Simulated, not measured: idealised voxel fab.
The process module presented herein is designated voxel air gaps.
cross-section cut | 280 nm wide | cells 5 nm
Heads up, the way a cross-section reads in here is a grid of square cells, handed over as bands from the top down, with every band being one or more rows of cells. Top, bottom (nm), then materials left to right with widths (nm); lone material tagged "edge to edge" fills the whole band edge to edge; "blank" = empty space. A quick word on heights: they are counted from 0, and under that level the wafer as it came to us is one material throughout. The lowest band is different from the rest in having no bottom; it simply continues downward, written as in "top 0, no bottom". When a width is written as two numbers, as in "30->40", the first number is the width in the top row of cells of the band and the second is the width in its bottom row, and the width changes by the same amount from each row to the next. The cross-section has no changed cell in any step marked "no modification". "Sealed internal cavities" - sealed voids, min. 8 cells, no opening to top; format: width x height at distance (distance from left edge; nm throughout). Text after the settings on a step's line: the simulator's own remark on that step. A step's line can hold "overlay nm"; with a mask on that step, the setting says how far right of the planned place the mask lay, while a negative setting says it lay to the left.

These are the steps we planned for the process
1. RECEIVE [material Si]
2. CONFORMAL_DEP [material SiO2] [thk nm 15]
3. CONFORMAL_DEP [material SiCN] [thk nm 5]
4. DIRECTIONAL_DEP [material SiO2] [thk nm 30]
5. DIRECTIONAL_DEP [material aC] [thk nm 10]
6. PATTERN [tone open] [mask id LINES] [material resist] [width nm 15] [pitch nm 40] [thk nm 30] [overlay nm 0]
7. DIRECTIONAL_ETCH [etch materials aC] [depth nm 10]
8. STRIP [etch materials resist]
9. DIRECTIONAL_ETCH [etch materials SiO2] [depth nm 30]
10. STRIP [etch materials aC]
11. CONFORMAL_DEP [material TiN] [thk nm 5]
12. FILL_DEP [material Cu] [thk nm 5]
13. CMP [height nm 50]
14. EPI [material Ru] [thk nm 10]
15. SELECTIVE_ETCH [etch materials SiO2] [depth nm 40]
16. CONFORMAL_DEP [material SiCN] [thk nm 5]

As received, after step 1
    top 0, no bottom: Si edge to edge
    Sealed internal cavities: none

Cross-section taken at module completion on the first of two wafers; processed per the plan
    top 65, bottom 60: 55 of blank | 165 of SiCN | 60 of blank
    top 60, bottom 50: 55 of blank | 5 of SiCN | 35 of Ru | 5 of SiCN | 35 of Ru | 5 of SiCN | 35 of Ru | 5 of SiCN | 35 of Ru | 5 of SiCN | 60 of blank
    top 50, bottom 45: 55 of blank | 15 of SiCN | 5 of TiN | 5 of Cu | 5 of TiN | 25 of SiCN | 5 of TiN | 5 of Cu | 5 of TiN | 25 of SiCN | 5 of TiN | 5 of Cu | 5 of TiN | 25 of SiCN | 5 of TiN | 5 of Cu | 5 of TiN | 15 of SiCN | 60 of blank
    top 45, bottom 25: 65 of blank | 5 of SiCN | 5 of TiN | 5 of Cu | 5 of TiN | 5 of SiCN | 15 of blank | 5 of SiCN | 5 of TiN | 5 of Cu | 5 of TiN | 5 of SiCN | 15 of blank | 5 of SiCN | 5 of TiN | 5 of Cu | 5 of TiN | 5 of SiCN | 15 of blank | 5 of SiCN | 5 of TiN | 5 of Cu | 5 of TiN | 5 of SiCN | 70 of blank
    top 25, bottom 20: 70 of SiCN | 15 of TiN | 25 of SiCN | 15 of TiN | 25 of SiCN | 15 of TiN | 25 of SiCN | 15 of TiN | 75 of SiCN
    top 20, bottom 15: SiCN edge to edge
    top 15, bottom 0: SiO2 edge to edge
    top 0, no bottom: Si edge to edge
    Sealed internal cavities: 15 x 20 at 90; 15 x 20 at 130; 15 x 20 at 170

So this is wafer number two of the two, cut at the end of the module - it started where the first did and had the same plan, we just got one thing wrong running it
    top 75, bottom 60: 45 of blank | 185 of SiCN | 50 of blank
    top 60, bottom 50: 45 of blank | 15 of SiCN | 35 of Ru | 5 of SiCN | 35 of Ru | 5 of SiCN | 35 of Ru | 5 of SiCN | 35 of Ru | 15 of SiCN | 50 of blank
    top 50, bottom 45: 45 of blank | 25 of SiCN | 5 of TiN | 5 of Cu | 5 of TiN | 25 of SiCN | 5 of TiN | 5 of Cu | 5 of TiN | 25 of SiCN | 5 of TiN | 5 of Cu | 5 of TiN | 25 of SiCN | 5 of TiN | 5 of Cu | 5 of TiN | 25 of SiCN | 50 of blank
    top 45, bottom 35: 45 of blank | 25 of SiCN | 5 of TiN | 5 of Cu | 5 of TiN | 5 of SiCN | 15 of blank | 5 of SiCN | 5 of TiN | 5 of Cu | 5 of TiN | 5 of SiCN | 15 of blank | 5 of SiCN | 5 of TiN | 5 of Cu | 5 of TiN | 5 of SiCN | 15 of blank | 5 of SiCN | 5 of TiN | 5 of Cu | 5 of TiN | 25 of SiCN | 50 of blank
    top 35, bottom 25: 70 of SiCN | 5 of TiN | 5 of Cu | 5 of TiN | 5 of SiCN | 15 of blank | 5 of SiCN | 5 of TiN | 5 of Cu | 5 of TiN | 5 of SiCN | 15 of blank | 5 of SiCN | 5 of TiN | 5 of Cu | 5 of TiN | 5 of SiCN | 15 of blank | 5 of SiCN | 5 of TiN | 5 of Cu | 5 of TiN | 75 of SiCN
    top 25, bottom 20: 70 of SiCN | 15 of TiN | 25 of SiCN | 15 of TiN | 25 of SiCN | 15 of TiN | 25 of SiCN | 15 of TiN | 75 of SiCN
    top 20, bottom 15: SiCN edge to edge
    top 15, bottom 0: SiO2 edge to edge
    top 0, no bottom: Si edge to edge
    Sealed internal cavities: 15 x 20 at 90; 15 x 20 at 130; 15 x 20 at 170
Finding, execution versus plan: step 16 was processed under conditions differing from the plan, specifically as CONFORMAL_DEP [material SiCN] [thk nm 15]
The final cell counts differ between the wafers, with the second having more or fewer of some materials than the first: 160 more of SiCN
